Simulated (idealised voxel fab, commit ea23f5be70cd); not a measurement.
process module | voxel wiring stack
250 nm wide, 5 nm square cells: that's cross-section cut.
Think of the cross-section as a grid of square cells. We describe it in bands, top to bottom, and each band covers one or more rows of those cells. Band: top and bottom heights (nm) first, top before bottom; then materials from left to right, widths in nm. "edge to edge" marks a sole material filling the band edge to edge. "empty" denotes empty space. Height reference: 0 = level under which incoming wafer is all one material. Lowest band: no bottom, runs on downward, e.g. "0 down". Width spec "30..40" -> top row of cells at first value, bottom row at second value, equal per-row change in between. For the purposes of this document, the phrase "nothing changed" attached to a step denotes that no cell within the cross-section was modified by that step. In the "closed voids" entry, you get each enclosed empty space of 8 cells or more, one with no open way to the top, written width x height at distance, distance from the left edge, in nm. Post-settings text on a step line: simulator's own remark regarding the step. If you see "overlay nm" on a step's line and that step has a mask, it's telling you how far right of where it was planned the mask ended up; a negative number means it went left instead.
**So here's the lineup of process steps we planned**
- 1: op RECEIVE | material Si
- 2: op CONFORMAL_DEP | material SiO2 | thk nm 10
- 3: op DIRECTIONAL_DEP | material TiN | thk nm 5
- 4: op DIRECTIONAL_DEP | material Ru | thk nm 15
- 5: op DIRECTIONAL_DEP | material aC | thk nm 10
- 6: op PATTERN | tone cover | mask id METAL_1 | material resist | width nm 30 | pitch nm 50 | thk nm 25 | overlay nm 0
- 7: op DIRECTIONAL_ETCH | etch materials aC | depth nm 10
- 8: op STRIP | etch materials resist
- 9: op DIRECTIONAL_ETCH | etch materials Ru | depth nm 15
- 10: op DIRECTIONAL_ETCH | etch materials TiN | depth nm 5
- 11: op STRIP | etch materials aC
- 12: op FILL_DEP | material SiO2 | thk nm 5
- 13: op CMP | height nm 30
- 14: op CONFORMAL_DEP | material SiCN | thk nm 5
- 15: op DIRECTIONAL_DEP | material lowk | thk nm 30
- 16: op MASKED_ETCH | tone open | mask id METAL_2 | width nm 30 | pitch nm 50 | etch materials lowk | depth nm 20 | overlay nm 0
- 17: op MASKED_ETCH | tone open | mask id METAL_2_HOLES | width nm 15 | pitch nm 100 | etch materials lowk | depth nm 10 | overlay nm 0
- 18: op MASKED_ETCH | tone open | mask id METAL_2_HOLES | width nm 15 | pitch nm 100 | etch materials SiCN | depth nm 5 | overlay nm 0
- 19: op CONFORMAL_DEP | material TiN | thk nm 5
- 20: op FILL_DEP | material Ru | thk nm 5
- 21: op CMP | height nm 65
- 22: op CONFORMAL_DEP | material SiCN | thk nm 5
- 23: op DIRECTIONAL_DEP | material lowk | thk nm 10
- 24: op PATTERN | tone open | mask id PLUG_2 | material resist | width nm 15 | pitch nm 50 | thk nm 20 | overlay nm 0
- 25: op DIRECTIONAL_ETCH | etch materials lowk | depth nm 10
- 26: op DIRECTIONAL_ETCH | etch materials SiCN | depth nm 5
- 27: op STRIP | etch materials resist
- 28: op EPI | material Ru | thk nm 10
- 29: op EPI | material Ru | thk nm 5
- 30: op CONFORMAL_DEP | material SiCN | thk nm 5
- 31: op DIRECTIONAL_DEP | material SiO2 | thk nm 25
- 32: op PATTERN | tone open | mask id METAL_3 | material resist | width nm 30 | pitch nm 50 | thk nm 15 | overlay nm 0
- 33: op DIRECTIONAL_ETCH | etch materials SiO2 | depth nm 25
- 34: op DIRECTIONAL_ETCH | etch materials SiCN | depth nm 5
- 35: op STRIP | etch materials resist
- 36: op CONFORMAL_DEP | material TiN | thk nm 5
- 37: op FILL_DEP | material Ru | thk nm 5
- 38: op CMP | height nm 110
- 39: op CONFORMAL_DEP | material SiN | thk nm 5
**The cross-section here shows the wafer as received, i.e. in its state after step 1**
	0 down  Si edge to edge
	closed voids: none
**First of two wafers: cross-section at end of module, run per plan**
	115 to 110  SiN edge to edge
	110 to 85  60 of SiO2 / 5 of TiN / 20 of Ru / 5 of TiN / 20 of SiO2 / 5 of TiN / 20 of Ru / 5 of TiN / 20 of SiO2 / 5 of TiN / 20 of Ru / 5 of TiN / 60 of SiO2
	85 to 80  60 of SiCN / 30 of TiN / 20 of SiCN / 30 of TiN / 20 of SiCN / 30 of TiN / 60 of SiCN
	80 to 70  60 of lowk / 15 of Ru / 35 of lowk / 15 of Ru / 35 of lowk / 15 of Ru / 75 of lowk
	70 to 65  60 of SiCN / 15 of Ru / 35 of SiCN / 15 of Ru / 35 of SiCN / 15 of Ru / 75 of SiCN
	65 to 50  60 of lowk / 5 of TiN / 20 of Ru / 5 of TiN / 20 of lowk / 5 of TiN / 20 of Ru / 5 of TiN / 20 of lowk / 5 of TiN / 20 of Ru / 5 of TiN / 60 of lowk
	50 to 45  60 of lowk / 5 of TiN / 5 of Ru / 20 of TiN / 20 of lowk / 30 of TiN / 20 of lowk / 5 of TiN / 5 of Ru / 20 of TiN / 60 of lowk
	45 to 35  60 of lowk / 5 of TiN / 5 of Ru / 5 of TiN / 85 of lowk / 5 of TiN / 5 of Ru / 5 of TiN / 75 of lowk
	35 to 30  60 of SiCN / 15 of TiN / 85 of SiCN / 15 of TiN / 75 of SiCN
	30 to 15  60 of SiO2 / 30 of Ru / 20 of SiO2 / 30 of Ru / 20 of SiO2 / 30 of Ru / 60 of SiO2
	15 to 10  60 of SiO2 / 30 of TiN / 20 of SiO2 / 30 of TiN / 20 of SiO2 / 30 of TiN / 60 of SiO2
	10 to 0  SiO2 edge to edge
	0 down  Si edge to edge
	closed voids: none
**Presented here is a cross-section of the second of the two wafers as it stood at the end of the module. It was started in the same manner and assigned the same plan as the first wafer; however, one mistake was made in its execution**
	115 to 110  SiN edge to edge
	110 to 85  60 of SiO2 / 5 of TiN / 20 of Ru / 5 of TiN / 20 of SiO2 / 5 of TiN / 20 of Ru / 5 of TiN / 20 of SiO2 / 5 of TiN / 20 of Ru / 5 of TiN / 60 of SiO2
	85 to 80  60 of SiCN / 30 of TiN / 20 of SiCN / 30 of TiN / 20 of SiCN / 30 of TiN / 60 of SiCN
	80 to 70  60 of lowk / 15 of Ru / 35 of lowk / 15 of Ru / 35 of lowk / 15 of Ru / 75 of lowk
	70 to 65  60 of SiCN / 15 of Ru / 35 of SiCN / 15 of Ru / 35 of SiCN / 15 of Ru / 75 of SiCN
	65 to 50  60 of lowk / 5 of TiN / 20 of Ru / 5 of TiN / 20 of lowk / 5 of TiN / 20 of Ru / 5 of TiN / 20 of lowk / 5 of TiN / 20 of Ru / 5 of TiN / 60 of lowk
	50 to 45  60 of lowk / 5 of TiN / 5 of Ru / 20 of TiN / 20 of lowk / 30 of TiN / 20 of lowk / 5 of TiN / 5 of Ru / 20 of TiN / 60 of lowk
	45 to 35  60 of lowk / 5 of TiN / 5 of Ru / 5 of TiN / 85 of lowk / 5 of TiN / 5 of Ru / 5 of TiN / 75 of lowk
	35 to 30  60 of SiCN / 15 of TiN / 85 of SiCN / 15 of TiN / 75 of SiCN
	30 to 15  60 of SiO2 / 30 of Ru / 20 of SiO2 / 30 of Ru / 20 of SiO2 / 30 of Ru / 60 of SiO2
	15 to 10  60 of SiO2 / 30 of TiN / 20 of SiO2 / 30 of TiN / 20 of SiO2 / 30 of TiN / 60 of SiO2
	10 to 0  Ru edge to edge
	0 down  Si edge to edge
	closed voids: none
The plan and the run diverged here: step 2 did not use the planned setting and instead ran as op CONFORMAL_DEP | material Ru | thk nm 10
End check, counted in cells, second wafer has more or fewer of these materials than the first: +100 Ru, -100 SiO2
